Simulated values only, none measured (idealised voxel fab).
Process module in this document: voxel ribs on slabs
The cross-section shown here is cut; it is 155 nm wide and divided into square cells measuring 5 nm on a side.
Cross-section = grid of square cells, listed top down in bands; band = one or more rows.
Each band's line starts with the height of the band's top and of its bottom, in nm. Then come its materials from left to right, each with its width in nm. One material with "everywhere" fills the band from edge to edge. "air" is empty space.
Counting heights begins at 0, where everything beneath is, in the wafer as received, one material. The lowest band has no bottom; it goes on downwards, as "0 and below" shows.
It should be noted that a width expressed as "30 to 40" varies in equal increments from row to row of cells within the band, taking the value of the first number at the top row and that of the second number at the bottom row.
Reading "nothing different" for a step: not a cell of the cross-section changed in it.
The entry titled "Enclosed empty spaces" provides the empty spaces that have no open way to the top, restricted to those of 8 cells or more. Each is presented as width x height at distance, the distance being measured from the left edge, with all three in nm.
If you see something after the settings on a step's line, that's the simulator's own remark about that step.
"overlay nm" answers the question of how far to the right of plan the mask lay on a step that has a mask, and when it is negative the answer is to the left.
# So here's the lineup of process steps we planned
| 1 | RECEIVE, material Si |
| 2 | DIRECTIONAL_DEP, material SiO2, thk nm 20 |
| 3 | DIRECTIONAL_DEP, material polySi, thk nm 25 |
| 4 | MASKED_ETCH, tone cover, mask id RIB, width nm 20, etch materials polySi, depth nm 20, overlay nm 0 |
| 5 | MASKED_ETCH, tone cover, mask id SLAB, width nm 70, etch materials polySi, depth nm 5, overlay nm 0 |
| 6 | FILL_DEP, material SiO2, thk nm 20 |
| 7 | CMP, height nm 55 |
| 8 | DIRECTIONAL_DEP, material TiN, thk nm 10 |
| 9 | PATTERN, tone cover, mask id HEATER, material resist, width nm 30, thk nm 20, overlay nm 0 |
| 10 | DIRECTIONAL_ETCH, etch materials TiN, depth nm 10 |
| 11 | STRIP, etch materials resist |
| 12 | CONFORMAL_DEP, material SiO2, thk nm 5 |
# Cross-section of the wafer upon arrival, representing the state reached after step 1
> 0 and below | Si everywhere
> Enclosed empty spaces: none
# Run as planned - first of the two wafers cross-sectioned at the end of the module
> 70 down to 65 | 55 of air / 40 of SiO2 / 60 of air
> 65 down to 60 | 55 of air / 5 of SiO2 / 30 of TiN / 5 of SiO2 / 60 of air
> 60 down to 55 | 60 of SiO2 / 30 of TiN / 65 of SiO2
> 55 down to 45 | SiO2 everywhere
> 45 down to 25 | 65 of SiO2 / 20 of polySi / 70 of SiO2
> 25 down to 20 | 40 of SiO2 / 70 of polySi / 45 of SiO2
> 20 down to 0 | SiO2 everywhere
> 0 and below | Si everywhere
> Enclosed empty spaces: none
# End of module, second wafer, cross-section. Started like the first, planned like the first, run with one mistake
> 70 down to 65 | 55 of air / 40 of SiO2 / 60 of air
> 65 down to 60 | 55 of air / 5 of SiO2 / 30 of TiN / 5 of SiO2 / 60 of air
> 60 down to 55 | 60 of SiO2 / 30 of TiN / 65 of SiO2
> 55 down to 45 | SiO2 everywhere
> 45 down to 25 | 65 of SiO2 / 20 of polySi / 70 of SiO2
> 25 down to 20 | 40 of SiO2 / 70 of polySi / 45 of SiO2
> 20 down to 0 | TiN everywhere
> 0 and below | Si everywhere
> Enclosed empty spaces: none
Diagnosis: planned and actual differ for step 2; actual: DIRECTIONAL_DEP, material TiN, thk nm 20
Wrapping up, a cell-based count of both wafers puts the second over or under the first for these materials: -124 SiO2, +124 TiN
